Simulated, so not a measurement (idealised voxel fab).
Herein follows the process module entitled voxel ribs on slabs.
cross-section cut | 195 nm wide | cells 5 nm
Cross-section spec: square-cell grid; bands listed top down; each band is one or more rows. Band entry format. Leading values: height of top, height of bottom, nm. Remainder: materials in left-to-right order, each with its width in nm. Special words: "everywhere" on a single material, which then fills the band edge to edge; "air", empty space. Counting heights begins at 0, where everything beneath is, in the wafer as received, one material. The lowest band has no bottom; it goes on downwards, as "0 and below" shows. The expression "30->40" gives the width at the extremes of the band, the first number at its top row of cells and the second at its bottom row, with the width changing by equal amounts from each row to the next in between. Where the words "remained the same" appear for a step, the cross-section shows no cell changed by that step; every cell remained as before. This entry, "Completely enclosed voids", enumerates those empty regions of no fewer than 8 cells that possess no open connection to the top. Each region is reported in the form width x height at distance, the distance being taken from the left edge, with all three quantities expressed in nm. On a step's line, text after the settings is the simulator commenting on that step. What "overlay nm" on a step's line means: if the step has a mask, that mask lay this far to the right of its planned place, or, when the value is negative, to the left.

### Here's what the planned process steps look like
step 1: RECEIVE [material Si]
step 2: DIRECTIONAL_DEP [material SiO2] [thk nm 25]
step 3: DIRECTIONAL_DEP [material SiN] [thk nm 15]
step 4: MASKED_ETCH [tone cover] [mask id RIB] [width nm 25] [etch materials SiN] [depth nm 10] [overlay nm 0]
step 5: DIRECTIONAL_DEP [material aC] [thk nm 15]
step 6: PATTERN [tone cover] [mask id SLAB] [material resist] [width nm 85] [thk nm 35] [overlay nm 0]
step 7: DIRECTIONAL_ETCH [etch materials aC] [depth nm 15]
step 8: STRIP [etch materials resist]
step 9: DIRECTIONAL_ETCH [etch materials SiN] [depth nm 5]
step 10: STRIP [etch materials aC]
step 11: FILL_DEP [material SiO2] [thk nm 20]
step 12: CMP [height nm 55]
step 13: DIRECTIONAL_DEP [material TiN] [thk nm 10]
step 14: MASKED_ETCH [tone cover] [mask id HEATER] [width nm 35] [etch materials TiN] [depth nm 10] [overlay nm 0]
step 15: CONFORMAL_DEP [material SiN] [thk nm 5]

### Incoming wafer in cross-section (state: after step 1)
	0 and below | Si everywhere
	Completely enclosed voids: none

### Cross-section: first of two wafers, module finished, run according to plan
	70 down to 65 | air=75, SiN=45, air=75
	65 down to 60 | air=75, SiN=5, TiN=35, SiN=5, air=75
	60 down to 55 | SiN=80, TiN=35, SiN=80
	55 down to 40 | SiO2 everywhere
	40 down to 30 | SiO2=85, SiN=25, SiO2=85
	30 down to 25 | SiO2=55, SiN=85, SiO2=55
	25 down to 0 | SiO2 everywhere
	0 and below | Si everywhere
	Completely enclosed voids: none

### Wafer two cross-section, module end. Start and plan unchanged from wafer one; one mistake made during the run
	70 down to 65 | air=75, SiN=45, air=75
	65 down to 60 | air=75, SiN=5, TiN=35, SiN=5, air=75
	60 down to 55 | SiN=80, TiN=35, SiN=80
	55 down to 40 | SiO2 everywhere
	40 down to 30 | SiO2=85, SiN=25, SiO2=85
	30 down to 25 | SiO2=55, SiN=90, SiO2=50
	25 down to 0 | SiO2 everywhere
	0 and below | Si everywhere
	Completely enclosed voids: none
Deviation noted in wafer processing: step 6 deviated from plan and actually ran as PATTERN [tone cover] [mask id SLAB] [material resist] [width nm 90] [thk nm 35] [overlay nm 0]
Heads up, by the end the second wafer has more or fewer cells of some materials compared to the first: SiN: 1 more | SiO2: 1 fewer
